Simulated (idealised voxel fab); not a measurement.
Module name: voxel wiring stack (process module)
Displayed cross-section: cut, width of 215 nm, square cells sized 5 nm.
The cross-sections in this document take the form of a grid made of square cells. They are written out as bands, in order from top to bottom. Each band consists of one or more rows of cells.
The band entry comprises the height of the band's top followed by the height of its bottom, expressed in nm, and subsequently the band's materials from left to right, each stated together with its width in nm. Where a single material is marked with the word "throughout", that material fills the band from edge to edge. The word "empty" represents empty space.
Measure heights from 0. That's the level where, below it, the as-received wafer is all one material. The lowest band is bottomless and extends downward; write it as in "from 0 down".
With a width like "30->40", each row of cells in the band differs from the next by the same amount, the top row carrying the first number and the bottom row the second.
"no modifications" for a step: no cell of the cross-section changed in that step.
So "Enclosed cavity list" is basically the list of trapped voids: any empty space of 8 cells or more that can't reach the top through an opening. They're written width x height at distance, the distance being from the left edge, and it's all nm.
Past the settings on a step's line: simulator remark, on that step.
When a step includes a mask, the "overlay nm" setting on its line states how far to the right of its planned place that mask lay, and negative values state how far to the left.
Plan
step 1: RECEIVE [material Si]
step 2: CONFORMAL_DEP [material SiO2] [thk nm 15]
step 3: CONFORMAL_DEP [material SiCN] [thk nm 5]
step 4: DIRECTIONAL_DEP [material SiO2] [thk nm 25]
step 5: PATTERN [tone open] [mask id METAL_1] [material resist] [width nm 20] [pitch nm 45] [thk nm 15] [overlay nm 0]
step 6: DIRECTIONAL_ETCH [etch materials SiO2] [depth nm 25]
step 7: DIRECTIONAL_ETCH [etch materials SiCN] [depth nm 5]
step 8: STRIP [etch materials resist]
step 9: CONFORMAL_DEP [material TiN] [thk nm 5]
step 10: FILL_DEP [material W] [thk nm 10]
step 11: CMP [height nm 45]
step 12: CONFORMAL_DEP [material SiCN] [thk nm 5]
step 13: DIRECTIONAL_DEP [material lowk] [thk nm 10]
step 14: PATTERN [tone open] [mask id PLUG_1] [material resist] [width nm 15] [pitch nm 90] [thk nm 20] [overlay nm 0]
step 15: DIRECTIONAL_ETCH [etch materials lowk] [depth nm 10]
step 16: DIRECTIONAL_ETCH [etch materials SiCN] [depth nm 5]
step 17: STRIP [etch materials resist]
step 18: CONFORMAL_DEP [material TiN] [thk nm 5]
step 19: FILL_DEP [material Cu] [thk nm 5]
step 20: CMP [height nm 60]
step 21: CONFORMAL_DEP [material SiCN] [thk nm 5]
step 22: DIRECTIONAL_DEP [material lowk] [thk nm 20]
step 23: DIRECTIONAL_DEP [material aC] [thk nm 15]
step 24: PATTERN [tone open] [mask id METAL_2] [material resist] [width nm 20] [pitch nm 45] [thk nm 30] [overlay nm 0]
step 25: DIRECTIONAL_ETCH [etch materials aC] [depth nm 15]
step 26: STRIP [etch materials resist]
step 27: DIRECTIONAL_ETCH [etch materials lowk] [depth nm 20]
step 28: DIRECTIONAL_ETCH [etch materials SiCN] [depth nm 5]
step 29: STRIP [etch materials aC]
step 30: CONFORMAL_DEP [material TiN] [thk nm 5]
step 31: FILL_DEP [material Ru] [thk nm 10]
step 32: CMP [height nm 85]
step 33: CONFORMAL_DEP [material SiCN] [thk nm 5]
step 34: DIRECTIONAL_DEP [material SiO2] [thk nm 30]
step 35: PATTERN [tone open] [mask id METAL_3] [material resist] [width nm 20] [pitch nm 45] [thk nm 20] [overlay nm 0]
step 36: DIRECTIONAL_ETCH [etch materials SiO2] [depth nm 20]
step 37: STRIP [etch materials resist]
step 38: MASKED_ETCH [tone open] [mask id METAL_3_HOLES] [width nm 15] [pitch nm 90] [etch materials SiO2] [depth nm 10] [overlay nm 0]
step 39: MASKED_ETCH [tone open] [mask id METAL_3_HOLES] [width nm 15] [pitch nm 90] [etch materials SiCN] [depth nm 5] [overlay nm 0]
step 40: CONFORMAL_DEP [material TiN] [thk nm 5]
step 41: FILL_DEP [material Cu] [thk nm 5]
step 42: CMP [height nm 120]
step 43: CONFORMAL_DEP [material SiCN] [thk nm 5]
Below: the first of two wafers, run as planned
Wafer as received: cross-section following step 1
from 0 down = Si throughout
Enclosed cavity list: none
After step 2: wafer cross-section
from 15 to 0 = SiO2 throughout
Lower than 0, everything is as it was.
After step 3: wafer cross-section
from 20 to 15 = SiCN throughout
Lower than 15, everything is as it was.
After step 4: wafer cross-section
from 45 to 20 = SiO2 throughout
Lower than 20, everything is as it was.
After step 5: wafer cross-section
from 60 to 45 = resist=50  empty=20  resist=25  empty=20  resist=25  empty=20  resist=55
Lower than 45, everything is as it was.
After step 6: wafer cross-section
from 60 to 45 = resist=50  empty=20  resist=25  empty=20  resist=25  empty=20  resist=55
from 45 to 20 = SiO2=50  empty=20  SiO2=25  empty=20  SiO2=25  empty=20  SiO2=55
Lower than 20, everything is as it was.
After step 7: wafer cross-section
from 60 to 45 = resist=50  empty=20  resist=25  empty=20  resist=25  empty=20  resist=55
from 45 to 20 = SiO2=50  empty=20  SiO2=25  empty=20  SiO2=25  empty=20  SiO2=55
from 20 to 15 = SiCN=50  empty=20  SiCN=25  empty=20  SiCN=25  empty=20  SiCN=55
Lower than 15, everything is as it was.
After step 8: wafer cross-section
from 45 to 20 = SiO2=50  empty=20  SiO2=25  empty=20  SiO2=25  empty=20  SiO2=55
Lower than 20, everything is as it was.
After step 9: wafer cross-section
from 50 to 45 = TiN=55  empty=10  TiN=35  empty=10  TiN=35  empty=10  TiN=60
from 45 to 20 = SiO2=50  TiN=5  empty=10  TiN=5  SiO2=25  TiN=5  empty=10  TiN=5  SiO2=25  TiN=5  empty=10  TiN=5  SiO2=55
from 20 to 15 = SiCN=50  TiN=20  SiCN=25  TiN=20  SiCN=25  TiN=20  SiCN=55
Lower than 15, everything is as it was.
After step 10: wafer cross-section
from 60 to 50 = W throughout
from 50 to 45 = TiN=55  W=10  TiN=35  W=10  TiN=35  W=10  TiN=60
from 45 to 20 = SiO2=50  TiN=5  W=10  TiN=5  SiO2=25  TiN=5  W=10  TiN=5  SiO2=25  TiN=5  W=10  TiN=5  SiO2=55
Lower than 20, everything is as it was.
After step 11: wafer cross-section
from 45 to 20 = SiO2=50  TiN=5  W=10  TiN=5  SiO2=25  TiN=5  W=10  TiN=5  SiO2=25  TiN=5  W=10  TiN=5  SiO2=55
Lower than 20, everything is as it was.
After step 12: wafer cross-section
from 50 to 45 = SiCN throughout
Lower than 45, everything is as it was.
After step 13: wafer cross-section
from 60 to 50 = lowk throughout
Lower than 50, everything is as it was.
After step 14: wafer cross-section
from 80 to 60 = resist=50  empty=15  resist=75  empty=15  resist=60
Lower than 60, everything is as it was.
After step 15: wafer cross-section
from 80 to 60 = resist=50  empty=15  resist=75  empty=15  resist=60
from 60 to 50 = lowk=50  empty=15  lowk=75  empty=15  lowk=60
Lower than 50, everything is as it was.
After step 16: wafer cross-section
from 80 to 60 = resist=50  empty=15  resist=75  empty=15  resist=60
from 60 to 50 = lowk=50  empty=15  lowk=75  empty=15  lowk=60
from 50 to 45 = SiCN=50  empty=15  SiCN=75  empty=15  SiCN=60
Lower than 45, everything is as it was.
After step 17: wafer cross-section
from 60 to 50 = lowk=50  empty=15  lowk=75  empty=15  lowk=60
Lower than 50, everything is as it was.
After step 18: wafer cross-section
from 65 to 60 = TiN=55  empty=5  TiN=85  empty=5  TiN=65
from 60 to 50 = lowk=50  TiN=5  empty=5  TiN=5  lowk=75  TiN=5  empty=5  TiN=5  lowk=60
from 50 to 45 = SiCN=50  TiN=15  SiCN=75  TiN=15  SiCN=60
Lower than 45, everything is as it was.
After step 19: wafer cross-section
from 70 to 65 = Cu throughout
from 65 to 60 = TiN=55  Cu=5  TiN=85  Cu=5  TiN=65
from 60 to 50 = lowk=50  TiN=5  Cu=5  TiN=5  lowk=75  TiN=5  Cu=5  TiN=5  lowk=60
Lower than 50, everything is as it was.
After step 20: wafer cross-section
from 60 to 50 = lowk=50  TiN=5  Cu=5  TiN=5  lowk=75  TiN=5  Cu=5  TiN=5  lowk=60
Lower than 50, everything is as it was.
After step 21: wafer cross-section
from 65 to 60 = SiCN throughout
Lower than 60, everything is as it was.
After step 22: wafer cross-section
from 85 to 65 = lowk throughout
Lower than 65, everything is as it was.
After step 23: wafer cross-section
from 100 to 85 = aC throughout
Lower than 85, everything is as it was.
After step 24: wafer cross-section
from 130 to 100 = resist=50  empty=20  resist=25  empty=20  resist=25  empty=20  resist=55
Lower than 100, everything is as it was.
After step 25: wafer cross-section
from 115 to 100 = resist=50  empty=20  resist=25  empty=20  resist=25  empty=20  resist=55
from 100 to 85 = aC=50  empty=20  aC=25  empty=20  aC=25  empty=20  aC=55
Lower than 85, everything is as it was.
After step 26: wafer cross-section
from 100 to 85 = aC=50  empty=20  aC=25  empty=20  aC=25  empty=20  aC=55
Lower than 85, everything is as it was.
After step 27: wafer cross-section
from 100 to 85 = aC=50  empty=20  aC=25  empty=20  aC=25  empty=20  aC=55
from 85 to 65 = lowk=50  empty=20  lowk=25  empty=20  lowk=25  empty=20  lowk=55
Lower than 65, everything is as it was.
After step 28: wafer cross-section
from 100 to 85 = aC=50  empty=20  aC=25  empty=20  aC=25  empty=20  aC=55
from 85 to 65 = lowk=50  empty=20  lowk=25  empty=20  lowk=25  empty=20  lowk=55
from 65 to 60 = SiCN=50  empty=20  SiCN=25  empty=20  SiCN=25  empty=20  SiCN=55
Lower than 60, everything is as it was.
After step 29: wafer cross-section
from 85 to 65 = lowk=50  empty=20  lowk=25  empty=20  lowk=25  empty=20  lowk=55
Lower than 65, everything is as it was.
After step 30: wafer cross-section
from 90 to 85 = TiN=55  empty=10  TiN=35  empty=10  TiN=35  empty=10  TiN=60
from 85 to 65 = lowk=50  TiN=5  empty=10  TiN=5  lowk=25  TiN=5  empty=10  TiN=5  lowk=25  TiN=5  empty=10  TiN=5  lowk=55
from 65 to 60 = SiCN=50  TiN=20  SiCN=25  TiN=20  SiCN=25  TiN=20  SiCN=55
Lower than 60, everything is as it was.
After step 31: wafer cross-section
from 100 to 90 = Ru throughout
from 90 to 85 = TiN=55  Ru=10  TiN=35  Ru=10  TiN=35  Ru=10  TiN=60
from 85 to 65 = lowk=50  TiN=5  Ru=10  TiN=5  lowk=25  TiN=5  Ru=10  TiN=5  lowk=25  TiN=5  Ru=10  TiN=5  lowk=55
Lower than 65, everything is as it was.
After step 32: wafer cross-section
from 85 to 65 = lowk=50  TiN=5  Ru=10  TiN=5  lowk=25  TiN=5  Ru=10  TiN=5  lowk=25  TiN=5  Ru=10  TiN=5  lowk=55
Lower than 65, everything is as it was.
After step 33: wafer cross-section
from 90 to 85 = SiCN throughout
Lower than 85, everything is as it was.
After step 34: wafer cross-section
from 120 to 90 = SiO2 throughout
Lower than 90, everything is as it was.
After step 35: wafer cross-section
from 140 to 120 = resist=50  empty=20  resist=25  empty=20  resist=25  empty=20  resist=55
Lower than 120, everything is as it was.
After step 36: wafer cross-section
from 140 to 120 = resist=50  empty=20  resist=25  empty=20  resist=25  empty=20  resist=55
from 120 to 100 = SiO2=50  empty=20  SiO2=25  empty=20  SiO2=25  empty=20  SiO2=55
Lower than 100, everything is as it was.
After step 37: wafer cross-section
from 120 to 100 = SiO2=50  empty=20  SiO2=25  empty=20  SiO2=25  empty=20  SiO2=55
Lower than 100, everything is as it was.
After step 38: wafer cross-section
from 120 to 100 = SiO2=50  empty=20  SiO2=25  empty=20  SiO2=25  empty=20  SiO2=55
from 100 to 90 = SiO2=50  empty=15  SiO2=75  empty=15  SiO2=60
Lower than 90, everything is as it was.
After step 39: wafer cross-section
from 120 to 100 = SiO2=50  empty=20  SiO2=25  empty=20  SiO2=25  empty=20  SiO2=55
from 100 to 90 = SiO2=50  empty=15  SiO2=75  empty=15  SiO2=60
from 90 to 85 = SiCN=50  empty=15  SiCN=75  empty=15  SiCN=60
Lower than 85, everything is as it was.
After step 40: wafer cross-section
from 125 to 120 = TiN=55  empty=10  TiN=35  empty=10  TiN=35  empty=10  TiN=60
from 120 to 105 = SiO2=50  TiN=5  empty=10  TiN=5  SiO2=25  TiN=5  empty=10  TiN=5  SiO2=25  TiN=5  empty=10  TiN=5  SiO2=55
from 105 to 100 = SiO2=50  TiN=5  empty=5  TiN=10  SiO2=25  TiN=20  SiO2=25  TiN=5  empty=5  TiN=10  SiO2=55
from 100 to 90 = SiO2=50  TiN=5  empty=5  TiN=5  SiO2=75  TiN=5  empty=5  TiN=5  SiO2=60
from 90 to 85 = SiCN=50  TiN=15  SiCN=75  TiN=15  SiCN=60
Lower than 85, everything is as it was.
After step 41: wafer cross-section
from 130 to 125 = Cu throughout
from 125 to 120 = TiN=55  Cu=10  TiN=35  Cu=10  TiN=35  Cu=10  TiN=60
from 120 to 105 = SiO2=50  TiN=5  Cu=10  TiN=5  SiO2=25  TiN=5  Cu=10  TiN=5  SiO2=25  TiN=5  Cu=10  TiN=5  SiO2=55
from 105 to 100 = SiO2=50  TiN=5  Cu=5  TiN=10  SiO2=25  TiN=20  SiO2=25  TiN=5  Cu=5  TiN=10  SiO2=55
from 100 to 90 = SiO2=50  TiN=5  Cu=5  TiN=5  SiO2=75  TiN=5  Cu=5  TiN=5  SiO2=60
Lower than 90, everything is as it was.
After step 42: wafer cross-section
from 120 to 105 = SiO2=50  TiN=5  Cu=10  TiN=5  SiO2=25  TiN=5  Cu=10  TiN=5  SiO2=25  TiN=5  Cu=10  TiN=5  SiO2=55
Lower than 105, everything is as it was.
After step 43: wafer cross-section
from 125 to 120 = SiCN throughout
Lower than 120, everything is as it was.
The remaining wafer, second of the two, started like the first and was run to the same plan, except that one mistake was made along the way; the two coincide through step 37, inclusive
Cross-section of the second wafer when, according to plan, step 38 should have finished
from 120 to 110 = SiO2=45  empty=25  SiO2=25  empty=20  SiO2=20  empty=25  SiO2=55
from 110 to 100 = SiO2=50  empty=20  SiO2=25  empty=20  SiO2=25  empty=20  SiO2=55
from 100 to 90 = SiO2=50  empty=10  SiO2=80  empty=10  SiO2=65
Lower than 90, everything is as it was.
Cross-section of the second wafer when, according to plan, step 39 should have finished
from 120 to 110 = SiO2=45  empty=25  SiO2=25  empty=20  SiO2=20  empty=25  SiO2=55
from 110 to 100 = SiO2=50  empty=20  SiO2=25  empty=20  SiO2=25  empty=20  SiO2=55
from 100 to 90 = SiO2=50  empty=10  SiO2=80  empty=10  SiO2=65
from 90 to 85 = SiCN=50  empty=10  SiCN=80  empty=10  SiCN=65
Lower than 85, everything is as it was.
Cross-section of the second wafer when, according to plan, step 40 should have finished
from 125 to 120 = TiN=50  empty=15  TiN=35  empty=10  TiN=30  empty=15  TiN=60
from 120 to 110 = SiO2=45  TiN=5->10  empty=15->10  TiN=5  SiO2=25  TiN=5  empty=10  TiN=5  SiO2=20  TiN=5->10  empty=15->10  TiN=5  SiO2=55
from 110 to 105 = SiO2=50  TiN=5  empty=10  TiN=5  SiO2=25  TiN=5  empty=10  TiN=5  SiO2=25  TiN=5  empty=10  TiN=5  SiO2=55
from 105 to 100 = SiO2=50  TiN=20  SiO2=25  TiN=20  SiO2=25  TiN=20  SiO2=55
from 100 to 90 = SiO2=50  TiN=10  SiO2=80  TiN=10  SiO2=65
from 90 to 85 = SiCN=50  TiN=10  SiCN=80  TiN=10  SiCN=65
Lower than 85, everything is as it was.
Cross-section of the second wafer when, according to plan, step 41 should have finished
from 130 to 125 = Cu throughout
from 125 to 120 = TiN=50  Cu=15  TiN=35  Cu=10  TiN=30  Cu=15  TiN=60
from 120 to 110 = SiO2=45  TiN=5->10  Cu=15->10  TiN=5  SiO2=25  TiN=5  Cu=10  TiN=5  SiO2=20  TiN=5->10  Cu=15->10  TiN=5  SiO2=55
from 110 to 105 = SiO2=50  TiN=5  Cu=10  TiN=5  SiO2=25  TiN=5  Cu=10  TiN=5  SiO2=25  TiN=5  Cu=10  TiN=5  SiO2=55
Lower than 105, everything is as it was.
Cross-section of the second wafer when, according to plan, step 42 should have finished
from 120 to 110 = SiO2=45  TiN=5->10  Cu=15->10  TiN=5  SiO2=25  TiN=5  Cu=10  TiN=5  SiO2=20  TiN=5->10  Cu=15->10  TiN=5  SiO2=55
Lower than 110, everything is as it was.
Cross-section of the second wafer when, according to plan, step 43 should have finished
from 125 to 120 = SiCN throughout
Lower than 120, everything is as it was.
Finding, execution versus plan: step 38 ran as: MASKED_ETCH [tone open] [mask id METAL_3_HOLES] [width nm 15] [pitch nm 90] [etch materials SiO2] [depth nm 10] [overlay nm -5]
Count the cells at the end and the second wafer has more or fewer of some materials than the first: 4 fewer of Cu | 2 more of SiCN | 2 more of TiN
